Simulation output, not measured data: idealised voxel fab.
Documented hereafter: the process module known as voxel fin reveal.
Xsec cut, 215 nm wide, square cell size 5 nm.
Cross-section, as written here: a square-cell grid given band by band from the top down, where a band holds one or more rows of cells.
The entry gives the band's vertical extent as a top height and a bottom height in nm, then its horizontal make-up as materials from left to right, each with a width in nm. "blank" stands for empty space; a single material marked "all across" fills the band edge to edge.
Height datum 0, below which the as-received substrate wafer is one material. Lowest band open at the bottom, running downward: "from 0 down".
Think of "30->40" as a width that walks from the first number to the second as you go down the band, top row to bottom row, taking equal-sized steps from row to row.
"remained the same" means the step left every cell of the cross-section as it was.
Entry "Completely sealed voids" = empty spaces >= 8 cells with no open way to the top; each as width x height at distance, distance from left edge, all nm.
The remark found on a step's line after its settings is issued by the simulator itself and pertains to that step.
For masked steps, "overlay nm" on the step line gives how far right of plan the mask actually lay; a minus sign means it lay to the left.

**Steps in the process plan**
step 1: op RECEIVE | material Si
step 2: op CONFORMAL_DEP | material SiN | thk nm 5
step 3: op PATTERN | tone cover | mask id FINS | material resist | width nm 15 | pitch nm 45 | thk nm 15 | overlay nm 0
step 4: op DIRECTIONAL_ETCH | etch materials SiN | depth nm 5
step 5: op DIRECTIONAL_ETCH | etch materials Si | depth nm 30
step 6: op STRIP | etch materials resist
step 7: op FILL_DEP | material SiO2 | thk nm 10
step 8: op CMP | height nm 5
step 9: op SELECTIVE_ETCH | etch materials SiO2 | depth nm 20
step 10: op STRIP | etch materials SiN

**The cross-section here shows the wafer as received, i.e. in its state after step 1**
from 0 down | Si all across
Completely sealed voids: none

**Module complete, cross-section. Starting point and plan per above. One mistake made in running the module**
from 5 to 0 | 75 of blank  15 of SiN  30 of blank  15 of SiN  80 of blank
from 0 to -15 | 75 of blank  15 of Si  30 of blank  15 of Si  80 of blank
from -15 to -30 | 75 of SiO2  15 of Si  30 of SiO2  15 of Si  80 of SiO2
from -30 down | Si all across
Completely sealed voids: none
It is concluded that the wafer was processed incorrectly with respect to the plan, in that step 10 of the plan never got run, it was skipped over
